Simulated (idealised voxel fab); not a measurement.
Presented below is a process module, voxel wiring stack.
It is cross-section cut that appears here, measuring 190 nm in width, its square cells being 5 nm in size.
Square cells in a grid make up a cross-section in this document, and the grid is given as bands, listed from the top down, each one or more rows of cells.
Top, bottom (nm), then materials left to right with widths (nm); lone material tagged "all across" fills the whole band edge to edge; "air" = empty space.
Below 0: as-received wafer, all one material; heights counted from there. Lowest band: no bottom, goes on down, written "0 and below".
A width given as "30->40" starts at the first number in the band's top row and ends at the second number in its bottom row, shifting by an equal amount at every step from row to row.
"all unchanged" after a step means that no cell of the cross-section changed.
"Enclosed void entries" specifies each empty space that is not open to the top and that occupies no fewer than 8 cells, using the form width x height at distance, the distance measured from the left edge and all three quantities in nm.
On each step's line, the part that comes after the settings is the simulator's own comment on the step.
What "overlay nm" on a step's line means: if the step has a mask, that mask lay this far to the right of its planned place, or, when the value is negative, to the left.
For the reader: what remains of this document is a series of pairs, each showing a cross-section before one process step and a cross-section after that step which reaches down only to the lowest band that changed, with the step between them and its settings set out under the pair. It should not be assumed that a pair continues from the pair above it; the pairs can come from different runs of this module on the same starting wafer, and such continuity exists only where the entry headed "Before the step" says so.
## Before the step
    0 and below: Si all across
    Enclosed void entries: none
## State After Step
    15 down to 0: SiO2 all across
    Whatever lies below 0 is exactly as it was before.
    Enclosed void entries: none
The step occurring between the two cross-sections depicted above is identified as op CONFORMAL_DEP | material SiO2 | thk nm 15
Before the step: The pre-step condition corresponds to the post-step cross-section depicted in the pair directly above.
## State After Step
    20 down to 15: SiN all across
    Whatever lies below 15 is exactly as it was before.
    Enclosed void entries: none
The step occurring between the two cross-sections depicted above is identified as op CONFORMAL_DEP | material SiN | thk nm 5
Before the step: The pre-step condition corresponds to the post-step cross-section depicted in the pair directly above.
## State After Step
    40 down to 20: SiO2 all across
    Whatever lies below 20 is exactly as it was before.
    Enclosed void entries: none
The step occurring between the two cross-sections depicted above is identified as op DIRECTIONAL_DEP | material SiO2 | thk nm 20
Before the step: The pre-step condition corresponds to the post-step cross-section depicted in the pair directly above.
## State After Step
    60 down to 40: 60 of resist / 25 of air / 15 of resist / 25 of air / 65 of resist
    Whatever lies below 40 is exactly as it was before.
    Enclosed void entries: none
The step occurring between the two cross-sections depicted above is identified as op PATTERN | tone open | mask id METAL_1 | material resist | width nm 25 | pitch nm 40 | thk nm 20 | overlay nm 0
Before the step: The pre-step condition corresponds to the post-step cross-section depicted in the pair directly above.
## State After Step
    60 down to 40: 60 of resist / 25 of air / 15 of resist / 25 of air / 65 of resist
    40 down to 20: 60 of SiO2 / 25 of air / 15 of SiO2 / 25 of air / 65 of SiO2
    Whatever lies below 20 is exactly as it was before.
    Enclosed void entries: none
The step occurring between the two cross-sections depicted above is identified as op DIRECTIONAL_ETCH | etch materials SiO2 | depth nm 20
Before the step: The pre-step condition corresponds to the post-step cross-section depicted in the pair directly above.
## State After Step
    60 down to 40: 60 of resist / 25 of air / 15 of resist / 25 of air / 65 of resist
    40 down to 20: 60 of SiO2 / 25 of air / 15 of SiO2 / 25 of air / 65 of SiO2
    20 down to 15: 60 of SiN / 25 of air / 15 of SiN / 25 of air / 65 of SiN
    Whatever lies below 15 is exactly as it was before.
    Enclosed void entries: none
The step occurring between the two cross-sections depicted above is identified as op DIRECTIONAL_ETCH | etch materials SiN | depth nm 5
Before the step: The pre-step condition corresponds to the post-step cross-section depicted in the pair directly above.
## State After Step
    40 down to 20: 60 of SiO2 / 25 of air / 15 of SiO2 / 25 of air / 65 of SiO2
    Whatever lies below 20 is exactly as it was before.
    Enclosed void entries: none
The step occurring between the two cross-sections depicted above is identified as op STRIP | etch materials resist
Before the step: The pre-step condition corresponds to the post-step cross-section depicted in the pair directly above.
## State After Step
    45 down to 40: 65 of TiN / 15 of air / 25 of TiN / 15 of air / 70 of TiN
    40 down to 20: 60 of SiO2 / 5 of TiN / 15 of air / 5 of TiN / 15 of SiO2 / 5 of TiN / 15 of air / 5 of TiN / 65 of SiO2
    20 down to 15: 60 of SiN / 25 of TiN / 15 of SiN / 25 of TiN / 65 of SiN
    Whatever lies below 15 is exactly as it was before.
    Enclosed void entries: none
The step occurring between the two cross-sections depicted above is identified as op CONFORMAL_DEP | material TiN | thk nm 5
Before the step: The pre-step condition corresponds to the post-step cross-section depicted in the pair directly above.
## State After Step
    50 down to 45: W all across
    45 down to 40: 65 of TiN / 15 of W / 25 of TiN / 15 of W / 70 of TiN
    40 down to 20: 60 of SiO2 / 5 of TiN / 15 of W / 5 of TiN / 15 of SiO2 / 5 of TiN / 15 of W / 5 of TiN / 65 of SiO2
    Whatever lies below 20 is exactly as it was before.
    Enclosed void entries: none
The step occurring between the two cross-sections depicted above is identified as op FILL_DEP | material W | thk nm 5
Before the step: The pre-step condition corresponds to the post-step cross-section depicted in the pair directly above.
## State After Step
    40 down to 20: 60 of SiO2 / 5 of TiN / 15 of W / 5 of TiN / 15 of SiO2 / 5 of TiN / 15 of W / 5 of TiN / 65 of SiO2
    Whatever lies below 20 is exactly as it was before.
    Enclosed void entries: none
The step occurring between the two cross-sections depicted above is identified as op CMP | height nm 40
Before the step: The pre-step condition corresponds to the post-step cross-section depicted in the pair directly above.
## State After Step
    45 down to 40: 55 of air / 35 of Ru / 5 of air / 35 of Ru / 60 of air
    Whatever lies below 40 is exactly as it was before.
    Enclosed void entries: none
The step occurring between the two cross-sections depicted above is identified as op EPI | material Ru | thk nm 5
Before the step: The pre-step condition corresponds to the post-step cross-section depicted in the pair directly above.
## State After Step
    50 down to 45: SiCN all across
    45 down to 40: 55 of SiCN / 35 of Ru / 5 of SiCN / 35 of Ru / 60 of SiCN
    Whatever lies below 40 is exactly as it was before.
    Enclosed void entries: none
The step occurring between the two cross-sections depicted above is identified as op FILL_DEP | material SiCN | thk nm 5
Before the step: The pre-step condition corresponds to the post-step cross-section depicted in the pair directly above.
## State After Step
    80 down to 50: SiO2 all across
    Whatever lies below 50 is exactly as it was before.
    Enclosed void entries: none
The step occurring between the two cross-sections depicted above is identified as op DIRECTIONAL_DEP | material SiO2 | thk nm 30
Before the step: The pre-step condition corresponds to the post-step cross-section depicted in the pair directly above.
## State After Step
    90 down to 80: aC all across
    Whatever lies below 80 is exactly as it was before.
    Enclosed void entries: none
The step occurring between the two cross-sections depicted above is identified as op DIRECTIONAL_DEP | material aC | thk nm 10
Before the step: The pre-step condition corresponds to the post-step cross-section depicted in the pair directly above.
## State After Step
    120 down to 90: 60 of resist / 25 of air / 15 of resist / 25 of air / 65 of resist
    Whatever lies below 90 is exactly as it was before.
    Enclosed void entries: none
The step occurring between the two cross-sections depicted above is identified as op PATTERN | tone open | mask id METAL_2 | material resist | width nm 25 | pitch nm 40 | thk nm 30 | overlay nm 0
Before the step: The pre-step condition corresponds to the post-step cross-section depicted in the pair directly above.
## State After Step
    110 down to 90: 60 of resist / 25 of air / 15 of resist / 25 of air / 65 of resist
    90 down to 80: 60 of aC / 25 of air / 15 of aC / 25 of air / 65 of aC
    Whatever lies below 80 is exactly as it was before.
    Enclosed void entries: none
The step occurring between the two cross-sections depicted above is identified as op DIRECTIONAL_ETCH | etch materials aC | depth nm 10
Before the step: The pre-step condition corresponds to the post-step cross-section depicted in the pair directly above.
## State After Step
    90 down to 80: 60 of aC / 25 of air / 15 of aC / 25 of air / 65 of aC
    Whatever lies below 80 is exactly as it was before.
    Enclosed void entries: none
The step occurring between the two cross-sections depicted above is identified as op STRIP | etch materials resist
Before the step: The pre-step condition corresponds to the post-step cross-section depicted in the pair directly above.
## State After Step
    90 down to 80: 60 of aC / 25 of air / 15 of aC / 25 of air / 65 of aC
    80 down to 65: 60 of SiO2 / 25 of air / 15 of SiO2 / 25 of air / 65 of SiO2
    Whatever lies below 65 is exactly as it was before.
    Enclosed void entries: none
The step occurring between the two cross-sections depicted above is identified as op DIRECTIONAL_ETCH | etch materials SiO2 | depth nm 15
Before the step: The pre-step condition corresponds to the post-step cross-section depicted in the pair directly above.
## State After Step
    80 down to 65: 60 of SiO2 / 25 of air / 15 of SiO2 / 25 of air / 65 of SiO2
    Whatever lies below 65 is exactly as it was before.
    Enclosed void entries: none
The step occurring between the two cross-sections depicted above is identified as op STRIP | etch materials aC
Before the step: The pre-step condition corresponds to the post-step cross-section depicted in the pair directly above.
## State After Step
    95 down to 80: 60 of resist / 15 of air / 115 of resist
    80 down to 65: 60 of SiO2 / 15 of air / 10 of resist / 15 of SiO2 / 25 of resist / 65 of SiO2
    Whatever lies below 65 is exactly as it was before.
    Enclosed void entries: none
The step occurring between the two cross-sections depicted above is identified as op PATTERN | tone open | mask id METAL_2_HOLES | material resist | width nm 15 | thk nm 15 | overlay nm 0
Before the step: The pre-step condition corresponds to the post-step cross-section depicted in the pair directly above.
## State After Step
    95 down to 80: 60 of resist / 15 of air / 115 of resist
    80 down to 65: 60 of SiO2 / 15 of air / 10 of resist / 15 of SiO2 / 25 of resist / 65 of SiO2
    65 down to 50: 60 of SiO2 / 15 of air / 115 of SiO2
    Whatever lies below 50 is exactly as it was before.
    Enclosed void entries: none
The step occurring between the two cross-sections depicted above is identified as op DIRECTIONAL_ETCH | etch materials SiO2 | depth nm 15
Before the step: The pre-step condition corresponds to the post-step cross-section depicted in the pair directly above.
## State After Step
    95 down to 80: 60 of resist / 15 of air / 115 of resist
    80 down to 65: 60 of SiO2 / 15 of air / 10 of resist / 15 of SiO2 / 25 of resist / 65 of SiO2
    65 down to 50: 60 of SiO2 / 15 of air / 115 of SiO2
    50 down to 45: 60 of SiCN / 15 of air / 115 of SiCN
    Whatever lies below 45 is exactly as it was before.
    Enclosed void entries: none
The step occurring between the two cross-sections depicted above is identified as op DIRECTIONAL_ETCH | etch materials SiCN | depth nm 5
Before the step: The pre-step condition corresponds to the post-step cross-section depicted in the pair directly above.
## State After Step
    80 down to 65: 60 of SiO2 / 25 of air / 15 of SiO2 / 25 of air / 65 of SiO2
    Whatever lies below 65 is exactly as it was before.
    Enclosed void entries: none
The step occurring between the two cross-sections depicted above is identified as op STRIP | etch materials resist
Before the step: The pre-step condition corresponds to the post-step cross-section depicted in the pair directly above.
## State After Step
    85 down to 80: 65 of TiN / 15 of air / 25 of TiN / 15 of air / 70 of TiN
    80 down to 70: 60 of SiO2 / 5 of TiN / 15 of air / 5 of TiN / 15 of SiO2 / 5 of TiN / 15 of air / 5 of TiN / 65 of SiO2
    70 down to 65: 60 of SiO2 / 5 of TiN / 5 of air / 15 of TiN / 15 of SiO2 / 25 of TiN / 65 of SiO2
    65 down to 50: 60 of SiO2 / 5 of TiN / 5 of air / 5 of TiN / 115 of SiO2
    50 down to 45: 60 of SiCN / 15 of TiN / 115 of SiCN
    Whatever lies below 45 is exactly as it was before.
    Enclosed void entries: none
The step occurring between the two cross-sections depicted above is identified as op CONFORMAL_DEP | material TiN | thk nm 5
Before the step: The pre-step condition corresponds to the post-step cross-section depicted in the pair directly above.
## State After Step
    95 down to 85: Ru all across
    85 down to 80: 65 of TiN / 15 of Ru / 25 of TiN / 15 of Ru / 70 of TiN
    80 down to 70: 60 of SiO2 / 5 of TiN / 15 of Ru / 5 of TiN / 15 of SiO2 / 5 of TiN / 15 of Ru / 5 of TiN / 65 of SiO2
    70 down to 65: 60 of SiO2 / 5 of TiN / 5 of Ru / 15 of TiN / 15 of SiO2 / 25 of TiN / 65 of SiO2
    65 down to 50: 60 of SiO2 / 5 of TiN / 5 of Ru / 5 of TiN / 115 of SiO2
    Whatever lies below 50 is exactly as it was before.
    Enclosed void entries: none
The step occurring between the two cross-sections depicted above is identified as op FILL_DEP | material Ru | thk nm 10
Before the step: The pre-step condition corresponds to the post-step cross-section depicted in the pair directly above.
## State After Step
    80 down to 70: 60 of SiO2 / 5 of TiN / 15 of Ru / 5 of TiN / 15 of SiO2 / 5 of TiN / 15 of Ru / 5 of TiN / 65 of SiO2
    Whatever lies below 70 is exactly as it was before.
    Enclosed void entries: none
The step occurring between the two cross-sections depicted above is identified as op CMP | height nm 80
Before the step: The pre-step condition corresponds to the post-step cross-section depicted in the pair directly above.
## State After Step
    85 down to 80: SiCN all across
    Whatever lies below 80 is exactly as it was before.
    Enclosed void entries: none
The step occurring between the two cross-sections depicted above is identified as op CONFORMAL_DEP | material SiCN | thk nm 5
Before the step: The pre-step condition corresponds to the post-step cross-section depicted in the pair directly above.
## State After Step
    100 down to 85: SiO2 all across
    Whatever lies below 85 is exactly as it was before.
    Enclosed void entries: none
The step occurring between the two cross-sections depicted above is identified as op DIRECTIONAL_DEP | material SiO2 | thk nm 15
Before the step: The pre-step condition corresponds to the post-step cross-section depicted in the pair directly above.
## State After Step
    115 down to 100: aC all across
    Whatever lies below 100 is exactly as it was before.
    Enclosed void entries: none
The step occurring between the two cross-sections depicted above is identified as op DIRECTIONAL_DEP | material aC | thk nm 15
Before the step: The pre-step condition corresponds to the post-step cross-section depicted in the pair directly above.
## State After Step
    150 down to 115: 60 of resist / 15 of air / 115 of resist
    Whatever lies below 115 is exactly as it was before.
    Enclosed void entries: none
The step occurring between the two cross-sections depicted above is identified as op PATTERN | tone open | mask id PLUG_2 | material resist | width nm 15 | thk nm 35 | overlay nm 0
Before the step: The pre-step condition corresponds to the post-step cross-section depicted in the pair directly above.
## State After Step
    135 down to 115: 60 of resist / 15 of air / 115 of resist
    115 down to 100: 60 of aC / 15 of air / 115 of aC
    Whatever lies below 100 is exactly as it was before.
    Enclosed void entries: none
The step occurring between the two cross-sections depicted above is identified as op DIRECTIONAL_ETCH | etch materials aC | depth nm 15
Before the step: The pre-step condition corresponds to the post-step cross-section depicted in the pair directly above.
## State After Step
    115 down to 100: 60 of aC / 15 of air / 115 of aC
    Whatever lies below 100 is exactly as it was before.
    Enclosed void entries: none
The step occurring between the two cross-sections depicted above is identified as op STRIP | etch materials resist
Before the step: The pre-step condition corresponds to the post-step cross-section depicted in the pair directly above.
## State After Step
    115 down to 100: 60 of aC / 15 of air / 115 of aC
    100 down to 85: 60 of SiO2 / 15 of air / 115 of SiO2
    Whatever lies below 85 is exactly as it was before.
    Enclosed void entries: none
The step occurring between the two cross-sections depicted above is identified as op DIRECTIONAL_ETCH | etch materials SiO2 | depth nm 15
Before the step: The pre-step condition corresponds to the post-step cross-section depicted in the pair directly above.
## State After Step
    115 down to 100: 60 of aC / 15 of air / 115 of aC
    100 down to 85: 60 of SiO2 / 15 of air / 115 of SiO2
    85 down to 80: 60 of SiCN / 15 of air / 115 of SiCN
    Whatever lies below 80 is exactly as it was before.
    Enclosed void entries: none
The step occurring between the two cross-sections depicted above is identified as op DIRECTIONAL_ETCH | etch materials SiCN | depth nm 5
Before the step: The pre-step condition corresponds to the post-step cross-section depicted in the pair directly above.
## State After Step
    100 down to 85: 60 of SiO2 / 15 of air / 115 of SiO2
    Whatever lies below 85 is exactly as it was before.
    Enclosed void entries: none
The step occurring between the two cross-sections depicted above is identified as op STRIP | etch materials aC
Before the step: The pre-step condition corresponds to the post-step cross-section depicted in the pair directly above.
## State After Step
    105 down to 100: 65 of TiN / 5 of air / 120 of TiN
    100 down to 85: 60 of SiO2 / 5 of TiN / 5 of air / 5 of TiN / 115 of SiO2
    85 down to 80: 60 of SiCN / 15 of TiN / 115 of SiCN
    Whatever lies below 80 is exactly as it was before.
    Enclosed void entries: none
The step occurring between the two cross-sections depicted above is identified as op CONFORMAL_DEP | material TiN | thk nm 5
Before the step: The pre-step condition corresponds to the post-step cross-section depicted in the pair directly above.
## State After Step
    110 down to 105: Ru all across
    105 down to 100: 65 of TiN / 5 of Ru / 120 of TiN
    100 down to 85: 60 of SiO2 / 5 of TiN / 5 of Ru / 5 of TiN / 115 of SiO2
    Whatever lies below 85 is exactly as it was before.
    Enclosed void entries: none
The step occurring between the two cross-sections depicted above is identified as op FILL_DEP | material Ru | thk nm 5
Before the step: The pre-step condition corresponds to the post-step cross-section depicted in the pair directly above.
## State After Step
    100 down to 85: 60 of SiO2 / 5 of TiN / 5 of Ru / 5 of TiN / 115 of SiO2
    Whatever lies below 85 is exactly as it was before.
    Enclosed void entries: none
The step occurring between the two cross-sections depicted above is identified as op CMP | height nm 100
Before the step: The pre-step condition corresponds to the post-step cross-section depicted in the pair directly above.
## State After Step
    105 down to 100: TiN all across
    Whatever lies below 100 is exactly as it was before.
    Enclosed void entries: none
The step occurring between the two cross-sections depicted above is identified as op DIRECTIONAL_DEP | material TiN | thk nm 5
Before the step: The pre-step condition corresponds to the post-step cross-section depicted in the pair directly above.
## State After Step
    125 down to 105: W all across
    Whatever lies below 105 is exactly as it was before.
    Enclosed void entries: none
The step occurring between the two cross-sections depicted above is identified as op DIRECTIONAL_DEP | material W | thk nm 20
Before the step: The pre-step condition corresponds to the post-step cross-section depicted in the pair directly above.
## State After Step
    145 down to 125: 60 of air / 25 of resist / 15 of air / 25 of resist / 65 of air
    Whatever lies below 125 is exactly as it was before.
    Enclosed void entries: none
The step occurring between the two cross-sections depicted above is identified as op PATTERN | tone cover | mask id METAL_3 | material resist | width nm 25 | pitch nm 40 | thk nm 20 | overlay nm 0
Before the step: The pre-step condition corresponds to the post-step cross-section depicted in the pair directly above.
## State After Step
    145 down to 125: 60 of air / 25 of resist / 15 of air / 25 of resist / 65 of air
    125 down to 105: 60 of air / 25 of W / 15 of air / 25 of W / 65 of air
    Whatever lies below 105 is exactly as it was before.
    Enclosed void entries: none
The step occurring between the two cross-sections depicted above is identified as op DIRECTIONAL_ETCH | etch materials W | depth nm 20
Before the step: The pre-step condition corresponds to the post-step cross-section depicted in the pair directly above.
## State After Step
    145 down to 125: 60 of air / 25 of resist / 15 of air / 25 of resist / 65 of air
    125 down to 105: 60 of air / 25 of W / 15 of air / 25 of W / 65 of air
    105 down to 100: 60 of air / 25 of TiN / 15 of air / 25 of TiN / 65 of air
    Whatever lies below 100 is exactly as it was before.
    Enclosed void entries: none
The step occurring between the two cross-sections depicted above is identified as op DIRECTIONAL_ETCH | etch materials TiN | depth nm 5
Before the step: The pre-step condition corresponds to the post-step cross-section depicted in the pair directly above.
## State After Step
    125 down to 105: 60 of air / 25 of W / 15 of air / 25 of W / 65 of air
    Whatever lies below 105 is exactly as it was before.
    Enclosed void entries: none
The step occurring between the two cross-sections depicted above is identified as op STRIP | etch materials resist
Before the step: The pre-step condition corresponds to the post-step cross-section depicted in the pair directly above.
## State After Step
    130 down to 125: 55 of air / 35 of SiN / 5 of air / 35 of SiN / 60 of air
    125 down to 105: 55 of air / 5 of SiN / 25 of W / 5 of SiN / 5 of air / 5 of SiN / 25 of W / 5 of SiN / 60 of air
    105 down to 100: 60 of SiN / 25 of TiN / 15 of SiN / 25 of TiN / 65 of SiN
    Whatever lies below 100 is exactly as it was before.
    Enclosed void entries: none
The step occurring between the two cross-sections depicted above is identified as op CONFORMAL_DEP | material SiN | thk nm 5
Before the step: The pre-step condition corresponds to the post-step cross-section depicted in the pair directly above.
## State After Step
    135 down to 130: SiO2 all across
    130 down to 125: 55 of SiO2 / 35 of SiN / 5 of SiO2 / 35 of SiN / 60 of SiO2
    125 down to 105: 55 of SiO2 / 5 of SiN / 25 of W / 5 of SiN / 5 of SiO2 / 5 of SiN / 25 of W / 5 of SiN / 60 of SiO2
    Whatever lies below 105 is exactly as it was before.
    Enclosed void entries: none
The step occurring between the two cross-sections depicted above is identified as op FILL_DEP | material SiO2 | thk nm 5
Before the step: The pre-step condition corresponds to the post-step cross-section depicted in the pair directly above.
## State After Step
    125 down to 105: 55 of SiO2 / 5 of SiN / 25 of W / 5 of SiN / 5 of SiO2 / 5 of SiN / 25 of W / 5 of SiN / 60 of SiO2
    Whatever lies below 105 is exactly as it was before.
    Enclosed void entries: none
The step occurring between the two cross-sections depicted above is identified as op CMP | height nm 125
Before the step: The pre-step condition corresponds to the post-step cross-section depicted in the pair directly above.
## State After Step
    130 down to 125: SiCN all across
    Whatever lies below 125 is exactly as it was before.
    Enclosed void entries: none
The step occurring between the two cross-sections depicted above is identified as op CONFORMAL_DEP | material SiCN | thk nm 5
## Before the step
    95 down to 85: Ru all across
    85 down to 80: 65 of TiN / 15 of Ru / 25 of TiN / 15 of Ru / 70 of TiN
    80 down to 70: 60 of SiO2 / 5 of TiN / 15 of Ru / 5 of TiN / 15 of SiO2 / 5 of TiN / 15 of Ru / 5 of TiN / 65 of SiO2
    70 down to 65: 60 of SiO2 / 5 of TiN / 5 of Ru / 15 of TiN / 15 of SiO2 / 25 of TiN / 65 of SiO2
    65 down to 50: 60 of SiO2 / 5 of TiN / 5 of Ru / 5 of TiN / 115 of SiO2
    50 down to 45: 60 of SiCN / 15 of TiN / 115 of SiCN
    45 down to 40: 55 of SiCN / 35 of Ru / 5 of SiCN / 35 of Ru / 60 of SiCN
    40 down to 20: 60 of SiO2 / 5 of TiN / 15 of W / 5 of TiN / 15 of SiO2 / 5 of TiN / 15 of W / 5 of TiN / 65 of SiO2
    20 down to 15: 60 of SiN / 25 of TiN / 15 of SiN / 25 of TiN / 65 of SiN
    15 down to 0: SiO2 all across
    0 and below: Si all across
    Enclosed void entries: none
## State After Step
    100 down to 95: SiCN all across
    Whatever lies below 95 is exactly as it was before.
    Enclosed void entries: none
The step occurring between the two cross-sections depicted above is identified as op CONFORMAL_DEP | material SiCN | thk nm 5
Before the step: The pre-step condition corresponds to the post-step cross-section depicted in the pair directly above.
## State After Step
    115 down to 100: SiO2 all across
    Whatever lies below 100 is exactly as it was before.
    Enclosed void entries: none
The step occurring between the two cross-sections depicted above is identified as op DIRECTIONAL_DEP | material SiO2 | thk nm 15
Before the step: The pre-step condition corresponds to the post-step cross-section depicted in the pair directly above.
## State After Step
    130 down to 115: aC all across
    Whatever lies below 115 is exactly as it was before.
    Enclosed void entries: none
The step occurring between the two cross-sections depicted above is identified as op DIRECTIONAL_DEP | material aC | thk nm 15
Before the step: The pre-step condition corresponds to the post-step cross-section depicted in the pair directly above.
## State After Step
    165 down to 130: 60 of resist / 15 of air / 115 of resist
    Whatever lies below 130 is exactly as it was before.
    Enclosed void entries: none
The step occurring between the two cross-sections depicted above is identified as op PATTERN | tone open | mask id PLUG_2 | material resist | width nm 15 | thk nm 35 | overlay nm 0
Before the step: The pre-step condition corresponds to the post-step cross-section depicted in the pair directly above.
## State After Step
    150 down to 130: 60 of resist / 15 of air / 115 of resist
    130 down to 115: 60 of aC / 15 of air / 115 of aC
    Whatever lies below 115 is exactly as it was before.
    Enclosed void entries: none
The step occurring between the two cross-sections depicted above is identified as op DIRECTIONAL_ETCH | etch materials aC | depth nm 15
Before the step: The pre-step condition corresponds to the post-step cross-section depicted in the pair directly above.
## State After Step
    130 down to 115: 60 of aC / 15 of air / 115 of aC
    Whatever lies below 115 is exactly as it was before.
    Enclosed void entries: none
The step occurring between the two cross-sections depicted above is identified as op STRIP | etch materials resist
Before the step: The pre-step condition corresponds to the post-step cross-section depicted in the pair directly above.
## State After Step
    130 down to 115: 60 of aC / 15 of air / 115 of aC
    115 down to 100: 60 of SiO2 / 15 of air / 115 of SiO2
    Whatever lies below 100 is exactly as it was before.
    Enclosed void entries: none
The step occurring between the two cross-sections depicted above is identified as op DIRECTIONAL_ETCH | etch materials SiO2 | depth nm 15
Before the step: The pre-step condition corresponds to the post-step cross-section depicted in the pair directly above.
## State After Step
    130 down to 115: 60 of aC / 15 of air / 115 of aC
    115 down to 100: 60 of SiO2 / 15 of air / 115 of SiO2
    100 down to 95: 60 of SiCN / 15 of air / 115 of SiCN
    Whatever lies below 95 is exactly as it was before.
    Enclosed void entries: none
The step occurring between the two cross-sections depicted above is identified as op DIRECTIONAL_ETCH | etch materials SiCN | depth nm 5
Before the step: The pre-step condition corresponds to the post-step cross-section depicted in the pair directly above.
## State After Step
    115 down to 100: 60 of SiO2 / 15 of air / 115 of SiO2
    Whatever lies below 100 is exactly as it was before.
    Enclosed void entries: none
The step occurring between the two cross-sections depicted above is identified as op STRIP | etch materials aC
Before the step: The pre-step condition corresponds to the post-step cross-section depicted in the pair directly above.
## State After Step
    120 down to 115: 65 of TiN / 5 of air / 120 of TiN
    115 down to 100: 60 of SiO2 / 5 of TiN / 5 of air / 5 of TiN / 115 of SiO2
    100 down to 95: 60 of SiCN / 15 of TiN / 115 of SiCN
    Whatever lies below 95 is exactly as it was before.
    Enclosed void entries: none
The step occurring between the two cross-sections depicted above is identified as op CONFORMAL_DEP | material TiN | thk nm 5
Before the step: The pre-step condition corresponds to the post-step cross-section depicted in the pair directly above.
## State After Step
    125 down to 120: Ru all across
    120 down to 115: 65 of TiN / 5 of Ru / 120 of TiN
    115 down to 100: 60 of SiO2 / 5 of TiN / 5 of Ru / 5 of TiN / 115 of SiO2
    Whatever lies below 100 is exactly as it was before.
    Enclosed void entries: none
The step occurring between the two cross-sections depicted above is identified as op FILL_DEP | material Ru | thk nm 5
Before the step: The pre-step condition corresponds to the post-step cross-section depicted in the pair directly above.
## State After Step
    100 down to 95: 60 of SiCN / 15 of TiN / 115 of SiCN
    Whatever lies below 95 is exactly as it was before.
    Enclosed void entries: none
The step occurring between the two cross-sections depicted above is identified as op CMP | height nm 100
Before the step: The pre-step condition corresponds to the post-step cross-section depicted in the pair directly above.
## State After Step
    105 down to 100: TiN all across
    Whatever lies below 100 is exactly as it was before.
    Enclosed void entries: none
The step occurring between the two cross-sections depicted above is identified as op DIRECTIONAL_DEP | material TiN | thk nm 5
Before the step: The pre-step condition corresponds to the post-step cross-section depicted in the pair directly above.
## State After Step
    125 down to 105: W all across
    Whatever lies below 105 is exactly as it was before.
    Enclosed void entries: none
The step occurring between the two cross-sections depicted above is identified as op DIRECTIONAL_DEP | material W | thk nm 20
Before the step: The pre-step condition corresponds to the post-step cross-section depicted in the pair directly above.
## State After Step
    145 down to 125: 60 of air / 25 of resist / 15 of air / 25 of resist / 65 of air
    Whatever lies below 125 is exactly as it was before.
    Enclosed void entries: none
The step occurring between the two cross-sections depicted above is identified as op PATTERN | tone cover | mask id METAL_3 | material resist | width nm 25 | pitch nm 40 | thk nm 20 | overlay nm 0
Before the step: The pre-step condition corresponds to the post-step cross-section depicted in the pair directly above.
## State After Step
    145 down to 125: 60 of air / 25 of resist / 15 of air / 25 of resist / 65 of air
    125 down to 105: 60 of air / 25 of W / 15 of air / 25 of W / 65 of air
    Whatever lies below 105 is exactly as it was before.
    Enclosed void entries: none
The step occurring between the two cross-sections depicted above is identified as op DIRECTIONAL_ETCH | etch materials W | depth nm 20
Before the step: The pre-step condition corresponds to the post-step cross-section depicted in the pair directly above.
## State After Step
    145 down to 125: 60 of air / 25 of resist / 15 of air / 25 of resist / 65 of air
    125 down to 105: 60 of air / 25 of W / 15 of air / 25 of W / 65 of air
    105 down to 100: 60 of air / 25 of TiN / 15 of air / 25 of TiN / 65 of air
    Whatever lies below 100 is exactly as it was before.
    Enclosed void entries: none
The step occurring between the two cross-sections depicted above is identified as op DIRECTIONAL_ETCH | etch materials TiN | depth nm 5
Before the step: The pre-step condition corresponds to the post-step cross-section depicted in the pair directly above.
## State After Step
    125 down to 105: 60 of air / 25 of W / 15 of air / 25 of W / 65 of air
    Whatever lies below 105 is exactly as it was before.
    Enclosed void entries: none
The step occurring between the two cross-sections depicted above is identified as op STRIP | etch materials resist
Before the step: The pre-step condition corresponds to the post-step cross-section depicted in the pair directly above.
## State After Step
    130 down to 125: 55 of air / 35 of SiN / 5 of air / 35 of SiN / 60 of air
    125 down to 105: 55 of air / 5 of SiN / 25 of W / 5 of SiN / 5 of air / 5 of SiN / 25 of W / 5 of SiN / 60 of air
    105 down to 100: 60 of SiN / 25 of TiN / 15 of SiN / 25 of TiN / 65 of SiN
    Whatever lies below 100 is exactly as it was before.
    Enclosed void entries: none
The step occurring between the two cross-sections depicted above is identified as op CONFORMAL_DEP | material SiN | thk nm 5
Before the step: The pre-step condition corresponds to the post-step cross-section depicted in the pair directly above.
## State After Step
    135 down to 130: SiO2 all across
    130 down to 125: 55 of SiO2 / 35 of SiN / 5 of SiO2 / 35 of SiN / 60 of SiO2
    125 down to 105: 55 of SiO2 / 5 of SiN / 25 of W / 5 of SiN / 5 of SiO2 / 5 of SiN / 25 of W / 5 of SiN / 60 of SiO2
    Whatever lies below 105 is exactly as it was before.
    Enclosed void entries: none
The step occurring between the two cross-sections depicted above is identified as op FILL_DEP | material SiO2 | thk nm 5
Before the step: The pre-step condition corresponds to the post-step cross-section depicted in the pair directly above.
## State After Step
    125 down to 105: 55 of SiO2 / 5 of SiN / 25 of W / 5 of SiN / 5 of SiO2 / 5 of SiN / 25 of W / 5 of SiN / 60 of SiO2
    Whatever lies below 105 is exactly as it was before.
    Enclosed void entries: none
The step occurring between the two cross-sections depicted above is identified as op CMP | height nm 125
Before the step: The pre-step condition corresponds to the post-step cross-section depicted in the pair directly above.
## State After Step
    130 down to 125: SiCN all across
    Whatever lies below 125 is exactly as it was before.
    Enclosed void entries: none
The step occurring between the two cross-sections depicted above is identified as op CONFORMAL_DEP | material SiCN | thk nm 5
## Before the step
    15 down to 0: SiO2 all across
    0 and below: Si all across
    Enclosed void entries: none
## State After Step
    30 down to 0: SiO2 all across
    Whatever lies below 0 is exactly as it was before.
    Enclosed void entries: none
The step occurring between the two cross-sections depicted above is identified as op CONFORMAL_DEP | material SiO2 | thk nm 15
Before the step: The pre-step condition corresponds to the post-step cross-section depicted in the pair directly above.
## State After Step
    35 down to 30: SiN all across
    Whatever lies below 30 is exactly as it was before.
    Enclosed void entries: none
The step occurring between the two cross-sections depicted above is identified as op CONFORMAL_DEP | material SiN | thk nm 5
Before the step: The pre-step condition corresponds to the post-step cross-section depicted in the pair directly above.
## State After Step
    55 down to 35: SiO2 all across
    Whatever lies below 35 is exactly as it was before.
    Enclosed void entries: none
The step occurring between the two cross-sections depicted above is identified as op DIRECTIONAL_DEP | material SiO2 | thk nm 20
Before the step: The pre-step condition corresponds to the post-step cross-section depicted in the pair directly above.
## State After Step
    75 down to 55: 60 of resist / 25 of air / 15 of resist / 25 of air / 65 of resist
    Whatever lies below 55 is exactly as it was before.
    Enclosed void entries: none
The step occurring between the two cross-sections depicted above is identified as op PATTERN | tone open | mask id METAL_1 | material resist | width nm 25 | pitch nm 40 | thk nm 20 | overlay nm 0
